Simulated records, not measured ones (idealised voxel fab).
Process module, titled voxel local oxidation
We display cut, a cross-section 185 nm in width whose square cells are each 5 nm.
A cross-section is written here as square cells arranged in a grid, and it is given in bands from the top down, each band taking up one or more rows of cells.
Quick guide to a band line: top height, bottom height (nm) up front; then every material left to right with its width in nm. Only one material and it's marked "all across"? Then it fills the band edge to edge. And "blank" just means empty space.
Heights are measured from 0, the level below which the as-received wafer is all one material; the lowest band has no bottom and continues downward, written as in "from 0 down".
Top row gets the first number, bottom row gets the second, and each row in between changes by the same step: that is how a band width like "30..40" works.
"identical to before", as given for a step, is the statement that not any cell of the cross-section underwent a change during that step.
Closed empty spaces (no open way to the top) of 8 cells or more are what "Closed internal voids" lists, each as width x height at distance from the left edge, nm for all three.
It should be noted that, on the line of a given step, the content following the step's settings is a remark produced by the simulator itself with respect to that step.
On any step carrying a mask, the "overlay nm" setting, if present on the step's line, tells how far right of its planned place the mask lay; negative values point to the left.
**So here's the lineup of process steps we planned**
1,RECEIVE (material Si)
2,OXIDIZE (depth nm 5)
3,CONFORMAL_DEP (material SiN; thk nm 15)
4,PATTERN (tone cover; mask id ACTIVE; material resist; width nm 105; thk nm 20; overlay nm 0)
5,DIRECTIONAL_ETCH (etch materials SiN; depth nm 15)
6,STRIP (etch materials resist)
7,SELECTIVE_ETCH (etch materials SiO2; depth nm 5)
8,OXIDIZE (depth nm 10)
9,STRIP (etch materials SiN)
**Run as planned: first of two wafers**
**Delivered wafer in cross-section: state after step 1**
- from 0 down | Si all across
- Closed internal voids: none
**Cross-section: wafer state after step 2**
- from 0 to -5 | SiO2 all across
- Nothing below the height -5 has changed.
**Cross-section: wafer state after step 3**
- from 15 to 0 | SiN all across
- Nothing below the height 0 has changed.
**Cross-section: wafer state after step 4**
- from 35 to 15 | blank (40)  resist (105)  blank (40)
- Nothing below the height 15 has changed.
**Cross-section: wafer state after step 5**
- from 35 to 15 | blank (40)  resist (105)  blank (40)
- from 15 to 0 | blank (40)  SiN (105)  blank (40)
- Nothing below the height 0 has changed.
**Cross-section: wafer state after step 6**
- from 15 to 0 | blank (40)  SiN (105)  blank (40)
- Nothing below the height 0 has changed.
**Cross-section: wafer state after step 7**
- from 15 to 0 | blank (40)  SiN (105)  blank (40)
- from 0 to -5 | blank (45)  SiO2 (95)  blank (45)
- Nothing below the height -5 has changed.
**Cross-section: wafer state after step 8**
- from 15 to 0 | blank (40)  SiN (105)  blank (40)
- from 0 to -5 | blank (45)  SiO2 (95)  blank (45)
- from -5 to -15 | SiO2 (55)  Si (75)  SiO2 (55)
- Nothing below the height -15 has changed.
**Cross-section: wafer state after step 9**
- from 0 to -5 | blank (45)  SiO2 (95)  blank (45)
- Nothing below the height -5 has changed.
**Wafer two: like wafer one in start and plan, but with one mistake in execution; identical up to and including step 7**
**Second wafer, cross-section, planned end of step 8**
- from 0 to -5 | blank (45)  SiO2 (95)  blank (45)
- Nothing below the height -5 has changed.
**Second wafer, cross-section, planned end of step 9**
- from 0 to -5 | blank (45)  SiO2 (95)  blank (45)
- from -5 to -15 | SiO2 (55)  Si (75)  SiO2 (55)
- Nothing below the height -15 has changed.
Error vs. plan: the run placed steps 8 and 9 each in the position the plan gave to the other
Same final cross-section on the two wafers, so the model's numbers don't move because of the mistake.
